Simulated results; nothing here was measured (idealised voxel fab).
process module | voxel capacitor over wiring
cross-section cut | 295 nm wide | cells 5 nm
A cross-section is a grid of square cells, given in bands from the top down. A band is one or more rows of cells.
Each band's line starts with the height of the band's top and of its bottom, in nm. Then come its materials from left to right, each with its width in nm. One material with "throughout" fills the band from edge to edge. "air" is empty space.
Height 0 is the level under which the wafer as received is all one material. The lowest band goes on downwards, as in "0 down".
A width such as "30 to 40" changes by the same amount from each row of cells to the next, from the band's top row to its bottom row.
"no change" after a step means that no cell of the cross-section changed.
closed voids: empty space of 8 cells or more with no open way to the top, each as width x height at its distance from the left edge, in nm
after a step's settings: what the simulator itself notes on the step
overlay nm, on a step with a mask: how far to the right of its planned place the mask lay; to the left if negative
plan
1 op RECEIVE | material Si
2 op CONFORMAL_DEP | material SiO2 | thk nm 15
3 op CONFORMAL_DEP | material SiCN | thk nm 5
4 op DIRECTIONAL_DEP | material lowk | thk nm 15
5 op DIRECTIONAL_DEP | material aC | thk nm 10
6 op PATTERN | tone open | mask id METAL_1 | material resist | width nm 20 | pitch nm 85 | thk nm 30 | overlay nm 0
7 op DIRECTIONAL_ETCH | etch materials aC | depth nm 10
8 op STRIP | etch materials resist
9 op DIRECTIONAL_ETCH | etch materials lowk | depth nm 15
10 op DIRECTIONAL_ETCH | etch materials SiCN | depth nm 5
11 op STRIP | etch materials aC
12 op CONFORMAL_DEP | material TiN | thk nm 5
13 op FILL_DEP | material Cu | thk nm 10
14 op CMP | height nm 35
15 op CONFORMAL_DEP | material SiCN | thk nm 5
16 op DIRECTIONAL_DEP | material SiO2 | thk nm 20
17 op PATTERN | tone open | mask id PLUG_1 | material resist | width nm 15 | thk nm 20 | overlay nm 0
18 op DIRECTIONAL_ETCH | etch materials SiO2 | depth nm 20
19 op DIRECTIONAL_ETCH | etch materials SiCN | depth nm 5
20 op STRIP | etch materials resist
21 op EPI | material Ru | thk nm 10
22 op EPI | material Ru | thk nm 10
23 op EPI | material Ru | thk nm 5
24 op DIRECTIONAL_DEP | material TiN | thk nm 5
25 op DIRECTIONAL_DEP | material HfO2 | thk nm 5
26 op DIRECTIONAL_DEP | material TiN | thk nm 5
27 op DIRECTIONAL_DEP | material aC | thk nm 15
28 op PATTERN | tone cover | mask id UPPER_PLATE | material resist | width nm 70 | thk nm 35 | overlay nm 0
29 op DIRECTIONAL_ETCH | etch materials aC | depth nm 15
30 op STRIP | etch materials resist
31 op DIRECTIONAL_ETCH | etch materials TiN | depth nm 5
32 op DIRECTIONAL_ETCH | etch materials HfO2 | depth nm 5
33 op STRIP | etch materials aC
34 op DIRECTIONAL_DEP | material aC | thk nm 15
35 op PATTERN | tone cover | mask id LOWER_PLATE | material resist | width nm 80 | thk nm 35 | overlay nm 0
36 op DIRECTIONAL_ETCH | etch materials aC | depth nm 15
37 op STRIP | etch materials resist
38 op DIRECTIONAL_ETCH | etch materials TiN | depth nm 5
39 op STRIP | etch materials aC
40 op FILL_DEP | material SiO2 | thk nm 20
41 op CMP | height nm 90
42 op DIRECTIONAL_DEP | material aC | thk nm 15
43 op PATTERN | tone open | mask id PLUG_2 | material resist | width nm 15 | thk nm 35 | overlay nm 0
44 op DIRECTIONAL_ETCH | etch materials aC | depth nm 15
45 op STRIP | etch materials resist
46 op DIRECTIONAL_ETCH | etch materials SiO2 | depth nm 15
47 op STRIP | etch materials aC
48 op CONFORMAL_DEP | material TiN | thk nm 5
49 op FILL_DEP | material Cu | thk nm 10
50 op CMP | height nm 90
51 op CONFORMAL_DEP | material SiCN | thk nm 5
first wafer, as planned
as received, after step 1
  0 down: Si throughout
  closed voids: none
after step 2
  15 to 0: SiO2 throughout
  below 0: unchanged
after step 3
  20 to 15: SiCN throughout
  below 15: unchanged
after step 4
  35 to 20: lowk throughout
  below 20: unchanged
after step 5
  45 to 35: aC throughout
  below 35: unchanged
after step 6
  75 to 45: resist 95 | air 20 | resist 65 | air 20 | resist 95
  below 45: unchanged
after step 7
  65 to 45: resist 95 | air 20 | resist 65 | air 20 | resist 95
  45 to 35: aC 95 | air 20 | aC 65 | air 20 | aC 95
  below 35: unchanged
after step 8
  45 to 35: aC 95 | air 20 | aC 65 | air 20 | aC 95
  below 35: unchanged
after step 9
  45 to 35: aC 95 | air 20 | aC 65 | air 20 | aC 95
  35 to 20: lowk 95 | air 20 | lowk 65 | air 20 | lowk 95
  below 20: unchanged
after step 10
  45 to 35: aC 95 | air 20 | aC 65 | air 20 | aC 95
  35 to 20: lowk 95 | air 20 | lowk 65 | air 20 | lowk 95
  20 to 15: SiCN 95 | air 20 | SiCN 65 | air 20 | SiCN 95
  below 15: unchanged
after step 11
  35 to 20: lowk 95 | air 20 | lowk 65 | air 20 | lowk 95
  below 20: unchanged
after step 12
  40 to 35: TiN 100 | air 10 | TiN 75 | air 10 | TiN 100
  35 to 20: lowk 95 | TiN 5 | air 10 | TiN 5 | lowk 65 | TiN 5 | air 10 | TiN 5 | lowk 95
  20 to 15: SiCN 95 | TiN 20 | SiCN 65 | TiN 20 | SiCN 95
  below 15: unchanged
after step 13
  50 to 40: Cu throughout
  40 to 35: TiN 100 | Cu 10 | TiN 75 | Cu 10 | TiN 100
  35 to 20: lowk 95 | TiN 5 | Cu 10 | TiN 5 | lowk 65 | TiN 5 | Cu 10 | TiN 5 | lowk 95
  below 20: unchanged
after step 14
  35 to 20: lowk 95 | TiN 5 | Cu 10 | TiN 5 | lowk 65 | TiN 5 | Cu 10 | TiN 5 | lowk 95
  below 20: unchanged
after step 15
  40 to 35: SiCN throughout
  below 35: unchanged
after step 16
  60 to 40: SiO2 throughout
  below 40: unchanged
after step 17
  80 to 60: resist 100 | air 15 | resist 180
  below 60: unchanged
after step 18
  80 to 60: resist 100 | air 15 | resist 180
  60 to 40: SiO2 100 | air 15 | SiO2 180
  below 40: unchanged
after step 19
  80 to 60: resist 100 | air 15 | resist 180
  60 to 40: SiO2 100 | air 15 | SiO2 180
  40 to 35: SiCN 100 | air 15 | SiCN 180
  below 35: unchanged
after step 20
  60 to 40: SiO2 100 | air 15 | SiO2 180
  below 40: unchanged
after step 21
  60 to 45: SiO2 100 | air 15 | SiO2 180
  45 to 40: SiO2 100 | Ru 15 | SiO2 180
  40 to 35: SiCN 100 | Ru 15 | SiCN 180
  below 35: unchanged
after step 22
  60 to 55: SiO2 100 | air 15 | SiO2 180
  55 to 40: SiO2 100 | Ru 15 | SiO2 180
  below 40: unchanged
after step 23
  60 to 40: SiO2 100 | Ru 15 | SiO2 180
  below 40: unchanged
after step 24
  65 to 60: TiN throughout
  below 60: unchanged
after step 25
  70 to 65: HfO2 throughout
  below 65: unchanged
after step 26
  75 to 70: TiN throughout
  below 70: unchanged
after step 27
  90 to 75: aC throughout
  below 75: unchanged
after step 28
  125 to 90: air 100 | resist 70 | air 125
  below 90: unchanged
after step 29
  110 to 90: air 100 | resist 70 | air 125
  90 to 75: air 100 | aC 70 | air 125
  below 75: unchanged
after step 30
  90 to 75: air 100 | aC 70 | air 125
  below 75: unchanged
after step 31
  90 to 75: air 100 | aC 70 | air 125
  75 to 70: air 100 | TiN 70 | air 125
  below 70: unchanged
after step 32
  90 to 75: air 100 | aC 70 | air 125
  75 to 70: air 100 | TiN 70 | air 125
  70 to 65: air 100 | HfO2 70 | air 125
  below 65: unchanged
after step 33
  75 to 70: air 100 | TiN 70 | air 125
  below 70: unchanged
after step 34
  90 to 80: air 100 | aC 70 | air 125
  80 to 75: aC throughout
  75 to 70: aC 100 | TiN 70 | aC 125
  70 to 65: aC 100 | HfO2 70 | aC 125
  below 65: unchanged
after step 35
  125 to 90: air 95 | resist 80 | air 120
  90 to 80: air 95 | resist 5 | aC 70 | resist 5 | air 120
  below 80: unchanged
after step 36
  110 to 90: air 95 | resist 80 | air 120
  90 to 80: air 95 | resist 5 | aC 70 | resist 5 | air 120
  80 to 75: air 95 | aC 80 | air 120
  75 to 70: air 95 | aC 5 | TiN 70 | aC 5 | air 120
  70 to 65: air 95 | aC 5 | HfO2 70 | aC 5 | air 120
  below 65: unchanged
after step 37
  90 to 80: air 100 | aC 70 | air 125
  below 80: unchanged
after step 38
  90 to 80: air 100 | aC 70 | air 125
  80 to 75: air 95 | aC 80 | air 120
  75 to 70: air 95 | aC 5 | TiN 70 | aC 5 | air 120
  70 to 65: air 95 | aC 5 | HfO2 70 | aC 5 | air 120
  65 to 60: air 95 | TiN 80 | air 120
  below 60: unchanged
after step 39
  75 to 70: air 100 | TiN 70 | air 125
  70 to 65: air 100 | HfO2 70 | air 125
  below 65: unchanged
after step 40
  95 to 75: SiO2 throughout
  75 to 70: SiO2 100 | TiN 70 | SiO2 125
  70 to 65: SiO2 100 | HfO2 70 | SiO2 125
  65 to 60: SiO2 95 | TiN 80 | SiO2 120
  below 60: unchanged
after step 41
  90 to 75: SiO2 throughout
  below 75: unchanged
after step 42
  105 to 90: aC throughout
  below 90: unchanged
after step 43
  140 to 105: resist 110 | air 15 | resist 170
  below 105: unchanged
after step 44
  125 to 105: resist 110 | air 15 | resist 170
  105 to 90: aC 110 | air 15 | aC 170
  below 90: unchanged
after step 45
  105 to 90: aC 110 | air 15 | aC 170
  below 90: unchanged
after step 46
  105 to 90: aC 110 | air 15 | aC 170
  90 to 75: SiO2 110 | air 15 | SiO2 170
  below 75: unchanged
after step 47
  90 to 75: SiO2 110 | air 15 | SiO2 170
  below 75: unchanged
after step 48
  95 to 90: TiN 115 | air 5 | TiN 175
  90 to 80: SiO2 110 | TiN 5 | air 5 | TiN 5 | SiO2 170
  80 to 70: SiO2 110 to 100 | TiN 15 to 70 | SiO2 170 to 125
  below 70: unchanged
after step 49
  105 to 95: Cu throughout
  95 to 90: TiN 115 | Cu 5 | TiN 175
  90 to 80: SiO2 110 | TiN 5 | Cu 5 | TiN 5 | SiO2 170
  below 80: unchanged
after step 50
  90 to 80: SiO2 110 | TiN 5 | Cu 5 | TiN 5 | SiO2 170
  below 80: unchanged
after step 51
  95 to 90: SiCN throughout
  below 90: unchanged
second wafer: like start, like plan, one mistake. Through step 14 it matches the first wafer
when step 15 should have ended
  55 to 35: SiO2 throughout
  below 35: unchanged
when step 16 should have ended
  60 to 55: SiCN throughout
  below 55: unchanged
when step 17 should have ended
  80 to 60: resist 100 | air 15 | resist 180
  below 60: unchanged
when step 18 should have ended: no change
when step 19 should have ended
  80 to 60: resist 100 | air 15 | resist 180
  60 to 55: SiCN 100 | air 15 | SiCN 180
  below 55: unchanged
when step 20 should have ended
  60 to 55: SiCN 100 | air 15 | SiCN 180
  below 55: unchanged
when step 21 should have ended: no change
when step 22 should have ended: no change
when step 23 should have ended: no change
when step 24 should have ended
  65 to 60: TiN 100 | air 15 | TiN 180
  60 to 55: SiCN 100 | TiN 15 | SiCN 180
  below 55: unchanged
when step 25 should have ended
  70 to 65: HfO2 100 | air 15 | HfO2 180
  65 to 60: TiN 100 | HfO2 15 | TiN 180
  below 60: unchanged
when step 26 should have ended
  75 to 70: TiN 100 | air 15 | TiN 180
  70 to 65: HfO2 100 | TiN 15 | HfO2 180
  below 65: unchanged
when step 27 should have ended
  90 to 85: aC 100 | air 15 | aC 180
  85 to 75: aC throughout
  75 to 70: TiN 100 | aC 15 | TiN 180
  below 70: unchanged
when step 28 should have ended
  125 to 90: air 100 | resist 70 | air 125
  90 to 85: aC 100 | resist 15 | aC 180
  below 85: unchanged
when step 29 should have ended
  110 to 90: air 100 | resist 70 | air 125
  90 to 85: air 100 | resist 15 | aC 55 | air 125
  85 to 75: air 100 | aC 70 | air 125
  below 75: unchanged
when step 30 should have ended
  90 to 85: air 115 | aC 55 | air 125
  below 85: unchanged
when step 31 should have ended
  90 to 85: air 115 | aC 55 | air 125
  85 to 75: air 100 | aC 70 | air 125
  75 to 70: air 100 | aC 15 | TiN 55 | air 125
  below 70: unchanged
when step 32 should have ended
  90 to 85: air 115 | aC 55 | air 125
  85 to 75: air 100 | aC 70 | air 125
  75 to 70: air 100 | aC 15 | TiN 55 | air 125
  70 to 65: air 100 | TiN 15 | HfO2 55 | air 125
  below 65: unchanged
when step 33 should have ended
  75 to 70: air 115 | TiN 55 | air 125
  below 70: unchanged
when step 34 should have ended
  90 to 80: air 115 to 100 | aC 55 to 70 | air 125
  80 to 75: aC throughout
  75 to 70: aC 115 | TiN 55 | aC 125
  70 to 65: aC 100 | TiN 15 | HfO2 55 | aC 125
  below 65: unchanged
when step 35 should have ended
  125 to 90: air 95 | resist 80 | air 120
  90 to 80: air 95 | resist 20 to 5 | aC 55 to 70 | resist 5 | air 120
  below 80: unchanged
when step 36 should have ended
  110 to 90: air 95 | resist 80 | air 120
  90 to 80: air 95 | resist 20 to 5 | aC 55 to 70 | resist 5 | air 120
  80 to 75: air 95 | aC 80 | air 120
  75 to 70: air 95 | aC 20 | TiN 55 | aC 5 | air 120
  70 to 65: air 95 | aC 5 | TiN 15 | HfO2 55 | aC 5 | air 120
  below 65: unchanged
when step 37 should have ended
  90 to 80: air 115 to 100 | aC 55 to 70 | air 125
  below 80: unchanged
when step 38 should have ended
  90 to 80: air 115 to 100 | aC 55 to 70 | air 125
  80 to 75: air 95 | aC 80 | air 120
  75 to 70: air 95 | aC 20 | TiN 55 | aC 5 | air 120
  70 to 65: air 95 | aC 5 | TiN 15 | HfO2 55 | aC 5 | air 120
  65 to 60: air 95 | TiN 5 | HfO2 15 | TiN 60 | air 120
  below 60: unchanged
when step 39 should have ended
  75 to 70: air 115 | TiN 55 | air 125
  70 to 65: air 100 | TiN 15 | HfO2 55 | air 125
  below 65: unchanged
when step 40 should have ended
  95 to 75: SiO2 throughout
  75 to 70: SiO2 115 | TiN 55 | SiO2 125
  70 to 65: SiO2 100 | TiN 15 | HfO2 55 | SiO2 125
  65 to 60: SiO2 95 | TiN 5 | HfO2 15 | TiN 60 | SiO2 120
  below 60: unchanged
when step 41 should have ended
  90 to 75: SiO2 throughout
  below 75: unchanged
when step 42 should have ended
  105 to 90: aC throughout
  below 90: unchanged
when step 43 should have ended
  140 to 105: resist 110 | air 15 | resist 170
  below 105: unchanged
when step 44 should have ended
  125 to 105: resist 110 | air 15 | resist 170
  105 to 90: aC 110 | air 15 | aC 170
  below 90: unchanged
when step 45 should have ended
  105 to 90: aC 110 | air 15 | aC 170
  below 90: unchanged
when step 46 should have ended
  105 to 90: aC 110 | air 15 | aC 170
  90 to 75: SiO2 110 | air 15 | SiO2 170
  below 75: unchanged
when step 47 should have ended
  90 to 75: SiO2 110 | air 15 | SiO2 170
  below 75: unchanged
when step 48 should have ended
  95 to 90: TiN 115 | air 5 | TiN 175
  90 to 80: SiO2 110 | TiN 5 | air 5 | TiN 5 | SiO2 170
  80 to 70: SiO2 110 to 115 | TiN 15 to 55 | SiO2 170 to 125
  below 70: unchanged
when step 49 should have ended
  105 to 95: Cu throughout
  95 to 90: TiN 115 | Cu 5 | TiN 175
  90 to 80: SiO2 110 | TiN 5 | Cu 5 | TiN 5 | SiO2 170
  below 80: unchanged
when step 50 should have ended
  90 to 80: SiO2 110 | TiN 5 | Cu 5 | TiN 5 | SiO2 170
  below 80: unchanged
when step 51 should have ended
  95 to 90: SiCN throughout
  below 90: unchanged
what went wrong: steps 15 and 16 were swapped
at the end the second wafer has, in cells: 15 fewer of Ru | 15 more of SiO2
